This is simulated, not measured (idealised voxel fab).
Process module in this document: voxel self aligned contacts
Each square cell in cross-section cut measures 5 nm, and the section as a whole is 295 nm wide.
Throughout this document, each cross-section is represented as a grid of square cells and is presented as a sequence of bands enumerated from the top downward, where a band comprises one or more rows of cells. Heights first: top, then bottom, in nm. Then materials, left to right, each with a width in nm. "everywhere" on a single material: fills the band edge to edge. "blank": empty space. Below 0: as-received wafer, all one material; heights counted from there. Lowest band: no bottom, goes on down, written "0..down". Graded width ("30 to 40"): value in top row of band = first number; value in bottom row = second number; row-to-row change constant. Step note "nothing was modified" = no cross-section cell changed. Heads up: "Trapped void list" only lists the empty pockets with no open path to the top that are 8 cells or more, and it writes them as width x height at distance, distance from the left edge, in nm. On each step's line, the part that comes after the settings is the simulator's own comment on the step. Regarding "overlay nm": on a step with a mask, it is the distance the mask lay to the right of its planned place; a negative value places it to the left.

Process steps (planned):
1) RECEIVE,material Si
2) OXIDIZE,depth nm 5
3) DIRECTIONAL_DEP,material polySi,thk nm 30
4) DIRECTIONAL_DEP,material SiN,thk nm 20
5) PATTERN,tone cover,mask id GATE,material resist,width nm 30,pitch nm 65,thk nm 15,overlay nm 0
6) DIRECTIONAL_ETCH,etch materials SiN,depth nm 20
7) DIRECTIONAL_ETCH,etch materials polySi,depth nm 30
8) STRIP,etch materials resist
9) CONFORMAL_DEP,material SiN,thk nm 5
10) DIRECTIONAL_ETCH,etch materials SiN,depth nm 5
11) FILL_DEP,material SiO2,thk nm 15
12) CMP,height nm 60
13) PATTERN,tone open,mask id CONTACT,material resist,width nm 45,thk nm 20,overlay nm 0
14) DIRECTIONAL_ETCH,etch materials SiO2,depth nm 65
15) STRIP,etch materials resist
16) CONFORMAL_DEP,material TiN,thk nm 5
17) FILL_DEP,material Ru,thk nm 10
18) CMP,height nm 60
19) CONFORMAL_DEP,material SiCN,thk nm 5

On the first of the two wafers: run conducted according to plan:

Delivered wafer in cross-section: state after step 1:
    0..down  Si everywhere
    Trapped void list: none

Upon completion of step 2, the wafer appears in cross-section as shown:
    0..-5  SiO2 everywhere
    Whatever lies below -5 is exactly as it was before.

Upon completion of step 3, the wafer appears in cross-section as shown:
    30..0  polySi everywhere
    Whatever lies below 0 is exactly as it was before.

Upon completion of step 4, the wafer appears in cross-section as shown:
    50..30  SiN everywhere
    Whatever lies below 30 is exactly as it was before.

Upon completion of step 5, the wafer appears in cross-section as shown:
    65..50  blank: 100 | resist: 30 | blank: 35 | resist: 30 | blank: 100
    Whatever lies below 50 is exactly as it was before.

Upon completion of step 6, the wafer appears in cross-section as shown:
    65..50  blank: 100 | resist: 30 | blank: 35 | resist: 30 | blank: 100
    50..30  blank: 100 | SiN: 30 | blank: 35 | SiN: 30 | blank: 100
    Whatever lies below 30 is exactly as it was before.

Upon completion of step 7, the wafer appears in cross-section as shown:
    65..50  blank: 100 | resist: 30 | blank: 35 | resist: 30 | blank: 100
    50..30  blank: 100 | SiN: 30 | blank: 35 | SiN: 30 | blank: 100
    30..0  blank: 100 | polySi: 30 | blank: 35 | polySi: 30 | blank: 100
    Whatever lies below 0 is exactly as it was before.

Upon completion of step 8, the wafer appears in cross-section as shown:
    50..30  blank: 100 | SiN: 30 | blank: 35 | SiN: 30 | blank: 100
    Whatever lies below 30 is exactly as it was before.

Upon completion of step 9, the wafer appears in cross-section as shown:
    55..30  blank: 95 | SiN: 40 | blank: 25 | SiN: 40 | blank: 95
    30..5  blank: 95 | SiN: 5 | polySi: 30 | SiN: 5 | blank: 25 | SiN: 5 | polySi: 30 | SiN: 5 | blank: 95
    5..0  SiN: 100 | polySi: 30 | SiN: 35 | polySi: 30 | SiN: 100
    Whatever lies below 0 is exactly as it was before.

Upon completion of step 10, the wafer appears in cross-section as shown:
    50..30  blank: 95 | SiN: 40 | blank: 25 | SiN: 40 | blank: 95
    30..0  blank: 95 | SiN: 5 | polySi: 30 | SiN: 5 | blank: 25 | SiN: 5 | polySi: 30 | SiN: 5 | blank: 95
    Whatever lies below 0 is exactly as it was before.

Upon completion of step 11, the wafer appears in cross-section as shown:
    65..50  SiO2 everywhere
    50..30  SiO2: 95 | SiN: 40 | SiO2: 25 | SiN: 40 | SiO2: 95
    30..0  SiO2: 95 | SiN: 5 | polySi: 30 | SiN: 5 | SiO2: 25 | SiN: 5 | polySi: 30 | SiN: 5 | SiO2: 95
    Whatever lies below 0 is exactly as it was before.

Upon completion of step 12, the wafer appears in cross-section as shown:
    60..50  SiO2 everywhere
    Whatever lies below 50 is exactly as it was before.

Upon completion of step 13, the wafer appears in cross-section as shown:
    80..60  resist: 125 | blank: 45 | resist: 125
    Whatever lies below 60 is exactly as it was before.

Upon completion of step 14, the wafer appears in cross-section as shown:
    80..60  resist: 125 | blank: 45 | resist: 125
    60..50  SiO2: 125 | blank: 45 | SiO2: 125
    50..30  SiO2: 95 | SiN: 40 | blank: 25 | SiN: 40 | SiO2: 95
    30..0  SiO2: 95 | SiN: 5 | polySi: 30 | SiN: 5 | blank: 25 | SiN: 5 | polySi: 30 | SiN: 5 | SiO2: 95
    0..-5  SiO2: 135 | blank: 25 | SiO2: 135
    Whatever lies below -5 is exactly as it was before.

Upon completion of step 15, the wafer appears in cross-section as shown:
    60..50  SiO2: 125 | blank: 45 | SiO2: 125
    Whatever lies below 50 is exactly as it was before.

Upon completion of step 16, the wafer appears in cross-section as shown:
    65..60  TiN: 130 | blank: 35 | TiN: 130
    60..50  SiO2: 125 | TiN: 5 to 15 | blank: 35 to 15 | TiN: 5 to 15 | SiO2: 125
    50..30  SiO2: 95 | SiN: 40 | TiN: 5 | blank: 15 | TiN: 5 | SiN: 40 | SiO2: 95
    30..0  SiO2: 95 | SiN: 5 | polySi: 30 | SiN: 5 | TiN: 5 | blank: 15 | TiN: 5 | SiN: 5 | polySi: 30 | SiN: 5 | SiO2: 95
    0..-5  SiO2: 135 | TiN: 25 | SiO2: 135
    Whatever lies below -5 is exactly as it was before.

Upon completion of step 17, the wafer appears in cross-section as shown:
    75..65  Ru everywhere
    65..60  TiN: 130 | Ru: 35 | TiN: 130
    60..50  SiO2: 125 | TiN: 5 to 15 | Ru: 35 to 15 | TiN: 5 to 15 | SiO2: 125
    50..30  SiO2: 95 | SiN: 40 | TiN: 5 | Ru: 15 | TiN: 5 | SiN: 40 | SiO2: 95
    30..0  SiO2: 95 | SiN: 5 | polySi: 30 | SiN: 5 | TiN: 5 | Ru: 15 | TiN: 5 | SiN: 5 | polySi: 30 | SiN: 5 | SiO2: 95
    Whatever lies below 0 is exactly as it was before.

Upon completion of step 18, the wafer appears in cross-section as shown:
    60..50  SiO2: 125 | TiN: 5 to 15 | Ru: 35 to 15 | TiN: 5 to 15 | SiO2: 125
    Whatever lies below 50 is exactly as it was before.

Upon completion of step 19, the wafer appears in cross-section as shown:
    65..60  SiCN everywhere
    Whatever lies below 60 is exactly as it was before.

The second wafer: identical to the first at the outset and in its planned sequence, differing only in that one mistake was made during processing; up to and including step 12, its path is the first wafer's path:

Cross-section, second wafer, at the end time the plan gives for step 13:
    80..60  blank: 125 | resist: 45 | blank: 125
    Whatever lies below 60 is exactly as it was before.

Cross-section, second wafer, at the end time the plan gives for step 14:
    80..60  blank: 125 | resist: 45 | blank: 125
    60..50  blank: 125 | SiO2: 45 | blank: 125
    50..30  blank: 95 | SiN: 40 | SiO2: 25 | SiN: 40 | blank: 95
    30..0  blank: 95 | SiN: 5 | polySi: 30 | SiN: 5 | SiO2: 25 | SiN: 5 | polySi: 30 | SiN: 5 | blank: 95
    0..-5  blank: 95 | SiO2: 105 | blank: 95
    Whatever lies below -5 is exactly as it was before.

Cross-section, second wafer, at the end time the plan gives for step 15:
    60..50  blank: 125 | SiO2: 45 | blank: 125
    Whatever lies below 50 is exactly as it was before.

Cross-section, second wafer, at the end time the plan gives for step 16:
    65..60  blank: 120 | TiN: 55 | blank: 120
    60..50  blank: 120 to 90 | TiN: 5 to 35 | SiO2: 45 | TiN: 5 to 35 | blank: 120 to 90
    50..30  blank: 90 | TiN: 5 | SiN: 40 | SiO2: 25 | SiN: 40 | TiN: 5 | blank: 90
    30..0  blank: 90 | TiN: 5 | SiN: 5 | polySi: 30 | SiN: 5 | SiO2: 25 | SiN: 5 | polySi: 30 | SiN: 5 | TiN: 5 | blank: 90
    0..-5  TiN: 95 | SiO2: 105 | TiN: 95
    Whatever lies below -5 is exactly as it was before.

Cross-section, second wafer, at the end time the plan gives for step 17:
    75..65  Ru everywhere
    65..60  Ru: 120 | TiN: 55 | Ru: 120
    60..50  Ru: 120 to 90 | TiN: 5 to 35 | SiO2: 45 | TiN: 5 to 35 | Ru: 120 to 90
    50..30  Ru: 90 | TiN: 5 | SiN: 40 | SiO2: 25 | SiN: 40 | TiN: 5 | Ru: 90
    30..0  Ru: 90 | TiN: 5 | SiN: 5 | polySi: 30 | SiN: 5 | SiO2: 25 | SiN: 5 | polySi: 30 | SiN: 5 | TiN: 5 | Ru: 90
    Whatever lies below 0 is exactly as it was before.

Cross-section, second wafer, at the end time the plan gives for step 18:
    60..50  Ru: 120 to 90 | TiN: 5 to 35 | SiO2: 45 | TiN: 5 to 35 | Ru: 120 to 90
    Whatever lies below 50 is exactly as it was before.

Cross-section, second wafer, at the end time the plan gives for step 19:
    65..60  SiCN everywhere
    Whatever lies below 60 is exactly as it was before.
Processing error: step 13 changed vs plan, executed as PATTERN,tone cover,mask id CONTACT,material resist,width nm 45,thk nm 20,overlay nm 0
Upon completion, the second wafer contains, in terms of cells, a greater or smaller amount of certain materials than the first wafer: +404 Ru, -445 SiO2, +41 TiN
